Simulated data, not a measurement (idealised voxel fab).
process module | voxel fin reveal
cross-section cut | 255 nm wide | cells 5 nm
A cross-section is a grid of square cells, given in bands from the top down. A band is one or more rows of cells.
Each band's line starts with the height of the band's top and of its bottom, in nm. Then come its materials from left to right, each with its width in nm. One material with "throughout" fills the band from edge to edge. "air" is empty space.
Height 0 is the level under which the wafer as received is all one material. The lowest band goes on downwards, as in "0 down".
A width such as "30 to 40" changes by the same amount from each row of cells to the next, from the band's top row to its bottom row.
"no change" after a step means that no cell of the cross-section changed.
closed voids: empty space of 8 cells or more with no open way to the top, each as width x height at its distance from the left edge, in nm
after a step's settings: what the simulator itself notes on the step
overlay nm, on a step with a mask: how far to the right of its planned place the mask lay; to the left if negative
plan
1 op RECEIVE | material Si
2 op CONFORMAL_DEP | material SiN | thk nm 10
3 op PATTERN | tone cover | mask id FINS | material resist | width nm 15 | pitch nm 40 | thk nm 15 | overlay nm 0
4 op DIRECTIONAL_ETCH | etch materials SiN | depth nm 10
5 op DIRECTIONAL_ETCH | etch materials Si | depth nm 35
6 op STRIP | etch materials resist
7 op OXIDIZE | depth nm 5
8 op FILL_DEP | material SiO2 | thk nm 10
9 op CMP | height nm 10
10 op SELECTIVE_ETCH | etch materials SiO2 | depth nm 20
11 op STRIP | etch materials SiN
as received, after step 1
  0 down: Si throughout
  closed voids: none
first wafer at the end, as planned
  0 to -10: air 85 | Si 5 | air 35 | Si 5 | air 35 | Si 5 | air 85
  -10 to -40: SiO2 85 | Si 5 | SiO2 35 | Si 5 | SiO2 35 | Si 5 | SiO2 85
  -40 down: Si throughout
  closed voids: none
second wafer at the end: like start, like plan, one mistake
  0 to -10: air 85 | Si 5 | air 35 | Si 5 | air 35 | Si 5 | air 85
  -10 to -20: SiO2 60 | air 25 | Si 5 | air 35 | Si 5 | air 35 | Si 5 | air 25 | SiO2 60
  -20 to -40: SiO2 85 | Si 5 | SiO2 35 | Si 5 | SiO2 35 | Si 5 | SiO2 85
  -40 down: Si throughout
  closed voids: none
what went wrong: steps 10 and 11 were swapped
at the end the second wafer has, in cells: 48 fewer of SiO2
